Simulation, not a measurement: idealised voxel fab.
Proc. module: voxel wiring stack
Cross-section cut spans 190 nm and uses square cells 5 nm in size.
Square cells in a grid make up a cross-section in this document, and the grid is given as bands, listed from the top down, each one or more rows of cells. Heads up on the band format: heights come first, top then bottom, in nm. After that it's the materials left to right, each with its width in nm. A single material flagged "full width" fills the whole band edge to edge, and "blank" means there's empty space there. Below 0: as-received wafer, all one material; heights counted from there. Lowest band: no bottom, goes on down, written "0 and below". A two-number width, for instance "30->40", indicates that the width is equal to the first number in the top row of the band and to the second number in the bottom row, and that it changes by a constant amount per row of cells. The designation "remained the same", where it is given for a processing step, indicates that no cell of the cross-section was altered in the course of that step. Any empty space of 8 cells or more lacking an open way to the top shows up in "Sealed void inventory" as width x height at distance, distance from the left edge, in nm. What comes after the settings on a step's line is commentary from the simulator itself on that step. You can add "overlay nm" to a step's line. For a step with a mask, it describes how far the mask lay to the right of its planned position, and a negative number describes a lay to the left.

[Here's what the planned process steps look like]
1) RECEIVE (material Si)
2) CONFORMAL_DEP (material SiO2; thk nm 15)
3) CONFORMAL_DEP (material SiN; thk nm 5)
4) DIRECTIONAL_DEP (material SiO2; thk nm 20)
5) PATTERN (tone open; mask id METAL_1; material resist; width nm 25; pitch nm 40; thk nm 20; overlay nm 0)
6) DIRECTIONAL_ETCH (etch materials SiO2; depth nm 20)
7) DIRECTIONAL_ETCH (etch materials SiN; depth nm 5)
8) STRIP (etch materials resist)
9) CONFORMAL_DEP (material TiN; thk nm 5)
10) FILL_DEP (material W; thk nm 5)
11) CMP (height nm 40)
12) EPI (material Ru; thk nm 5)
13) FILL_DEP (material SiCN; thk nm 5)
14) DIRECTIONAL_DEP (material SiO2; thk nm 30)
15) DIRECTIONAL_DEP (material aC; thk nm 10)
16) PATTERN (tone open; mask id METAL_2; material resist; width nm 25; pitch nm 40; thk nm 30; overlay nm 0)
17) DIRECTIONAL_ETCH (etch materials aC; depth nm 10)
18) STRIP (etch materials resist)
19) DIRECTIONAL_ETCH (etch materials SiO2; depth nm 15)
20) STRIP (etch materials aC)
21) PATTERN (tone open; mask id METAL_2_HOLES; material resist; width nm 15; thk nm 15; overlay nm 0)
22) DIRECTIONAL_ETCH (etch materials SiO2; depth nm 15)
23) DIRECTIONAL_ETCH (etch materials SiCN; depth nm 5)
24) STRIP (etch materials resist)
25) CONFORMAL_DEP (material TiN; thk nm 5)
26) FILL_DEP (material Ru; thk nm 10)
27) CMP (height nm 80)
28) CONFORMAL_DEP (material SiCN; thk nm 5)
29) DIRECTIONAL_DEP (material SiO2; thk nm 15)
30) DIRECTIONAL_DEP (material aC; thk nm 15)
31) PATTERN (tone open; mask id PLUG_2; material resist; width nm 15; thk nm 35; overlay nm 0)
32) DIRECTIONAL_ETCH (etch materials aC; depth nm 15)
33) STRIP (etch materials resist)
34) DIRECTIONAL_ETCH (etch materials SiO2; depth nm 15)
35) DIRECTIONAL_ETCH (etch materials SiCN; depth nm 5)
36) STRIP (etch materials aC)
37) CONFORMAL_DEP (material TiN; thk nm 5)
38) FILL_DEP (material Ru; thk nm 5)
39) CMP (height nm 100)
40) DIRECTIONAL_DEP (material TiN; thk nm 5)
41) DIRECTIONAL_DEP (material W; thk nm 20)
42) PATTERN (tone cover; mask id METAL_3; material resist; width nm 25; pitch nm 40; thk nm 20; overlay nm 0)
43) DIRECTIONAL_ETCH (etch materials W; depth nm 20)
44) DIRECTIONAL_ETCH (etch materials TiN; depth nm 5)
45) STRIP (etch materials resist)
46) CONFORMAL_DEP (material SiN; thk nm 5)
47) FILL_DEP (material SiO2; thk nm 5)
48) CMP (height nm 125)
49) CONFORMAL_DEP (material SiCN; thk nm 5)

[Shown in cross-section is the wafer as received, that is, as it stands after step 1]
  0 and below | Si full width
  Sealed void inventory: none

[Look at the cross-section after the module: the wafer started out the way shown above and the plan was the one shown above, yet one mistake was made along the way]
  130 down to 125 | SiCN full width
  125 down to 105 | SiO2=55; SiN=5; W=25; SiN=5; SiO2=5; SiN=5; W=25; SiN=5; SiO2=60
  105 down to 100 | SiN=60; TiN=25; SiN=15; TiN=25; SiN=65
  100 down to 85 | SiO2=70; TiN=5; Ru=5; TiN=5; SiO2=105
  85 down to 80 | SiCN=70; TiN=15; SiCN=105
  80 down to 70 | SiO2=60; TiN=5; Ru=15; TiN=5; SiO2=15; TiN=5; Ru=15; TiN=5; SiO2=65
  70 down to 65 | SiO2=60; TiN=5; Ru=5; TiN=15; SiO2=15; TiN=25; SiO2=65
  65 down to 50 | SiO2=60; TiN=5; Ru=5; TiN=5; SiO2=115
  50 down to 45 | SiCN=60; TiN=15; SiCN=115
  45 down to 40 | SiCN=55; Ru=35; SiCN=5; Ru=35; SiCN=60
  40 down to 20 | SiO2=60; TiN=5; W=15; TiN=5; SiO2=15; TiN=5; W=15; TiN=5; SiO2=65
  20 down to 15 | SiN=60; TiN=25; SiN=15; TiN=25; SiN=65
  15 down to 0 | SiO2 full width
  0 and below | Si full width
  Sealed void inventory: none
What was the processing mistake? step 31 ran with different settings than intended, the actual operation and settings being PATTERN (tone open; mask id PLUG_2; material resist; width nm 15; thk nm 35; overlay nm 10)
